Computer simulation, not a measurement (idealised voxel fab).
Presented below is a process module, voxel gate over fins.
The cross-section on display is named cut; it measures 160 nm wide, and its cells are 5 nm squares.
A cross-section in this document is a grid of square cells, and it is written down as bands, the top band listed before the ones below it; a band is made up of one or more rows of cells.
Top, bottom (nm), then materials left to right with widths (nm); lone material tagged "all across" fills the whole band edge to edge; "air" = empty space.
We count height from 0. Below that, the starting wafer is all one material. The lowest band never ends at the bottom but goes on down; see "0 -> down" for how that is written.
The width entry "30 to 40" should be interpreted row by row: the top row of cells in the band takes the first number, the bottom row takes the second number, and the change between adjacent rows is uniform throughout.
Reading "remains unaltered" for a step: not a cell of the cross-section changed in it.
Basically, "Entrapped voids" tells you about the enclosed voids: empty spaces with no open way to the top, 8 cells or bigger, each written width x height at distance, where distance is from the left edge, all in nm.
Whatever follows a step's settings on its line is a remark the simulator itself makes about that step.
overlay nm: mask right of planned place by this much (step with mask). Neg. = left.
Steps in the process plan
- 1: op RECEIVE | material Si
- 2: op CONFORMAL_DEP | material SiN | thk nm 5
- 3: op MASKED_ETCH | tone cover | mask id FINS | width nm 15 | pitch nm 55 | etch materials SiN | depth nm 5 | overlay nm 0
- 4: op MASKED_ETCH | tone cover | mask id FINS | width nm 15 | pitch nm 55 | etch materials Si | depth nm 35 | overlay nm 0
- 5: op OXIDIZE | depth nm 5
- 6: op FILL_DEP | material SiO2 | thk nm 5
- 7: op CMP | height nm 5
- 8: op PATTERN | tone open | mask id RAIL | material resist | width nm 15 | thk nm 15 | overlay nm 0
- 9: op DIRECTIONAL_ETCH | etch materials SiO2 | depth nm 35
- 10: op STRIP | etch materials resist
- 11: op CONFORMAL_DEP | material TiN | thk nm 5
- 12: op FILL_DEP | material W | thk nm 10
- 13: op CMP | height nm 5
- 14: op SELECTIVE_ETCH | etch materials W Ru TiN | depth nm 25
- 15: op FILL_DEP | material SiO2 | thk nm 5
- 16: op CMP | height nm 5
- 17: op SELECTIVE_ETCH | etch materials SiO2 | depth nm 20
- 18: op STRIP | etch materials SiN
- 19: op CONFORMAL_DEP | material HfO2 | thk nm 5
- 20: op CONFORMAL_DEP | material TiN | thk nm 5
- 21: op CONFORMAL_DEP | material TiAl | thk nm 5
- 22: op CONFORMAL_DEP | material TiN | thk nm 5
- 23: op FILL_DEP | material W | thk nm 15
- 24: op CMP | height nm 30
- 25: op CONFORMAL_DEP | material SiN | thk nm 10
Wafer cross-section on receipt, i.e. after step 1
  0 -> down: Si all across
  Entrapped voids: none
Same starting wafer, same plan as above, one mistake in the execution; this is the cross-section at the end of the module
  40 -> 30: SiN all across
  30 -> 20: W all across
  20 -> 5: 45 TiN; 10 W; 45 TiN; 10 W; 45 TiN; 5 W
  5 -> 0: 15 TiN; 15 HfO2; 40 TiN; 15 HfO2; 40 TiN; 15 HfO2; 20 TiN
  0 -> -10: 15 TiN; 5 HfO2; 5 Si; 5 HfO2; 40 TiN; 5 HfO2; 5 Si; 5 HfO2; 40 TiN; 5 HfO2; 5 Si; 5 HfO2; 20 TiN
  -10 -> -15: 20 HfO2; 5 Si; 50 HfO2; 5 Si; 50 HfO2; 5 Si; 25 HfO2
  -15 -> -20: 20 SiO2; 5 Si; 50 SiO2; 5 Si; 50 SiO2; 5 Si; 25 SiO2
  -20 -> -25: 20 SiO2; 5 Si; 15 SiO2; 5 TiN; 5 W; 5 TiN; 20 SiO2; 5 Si; 50 SiO2; 5 Si; 25 SiO2
  -25 -> -30: 20 SiO2; 5 Si; 15 SiO2; 15 TiN; 20 SiO2; 5 Si; 50 SiO2; 5 Si; 25 SiO2
  -30 -> -40: 20 SiO2; 5 Si; 50 SiO2; 5 Si; 50 SiO2; 5 Si; 25 SiO2
  -40 -> down: Si all across
  Entrapped voids: none
Which mistake was made when the wafer was run? for step 21, the planned setting was not used; the step was instead run as op CONFORMAL_DEP | material TiN | thk nm 5
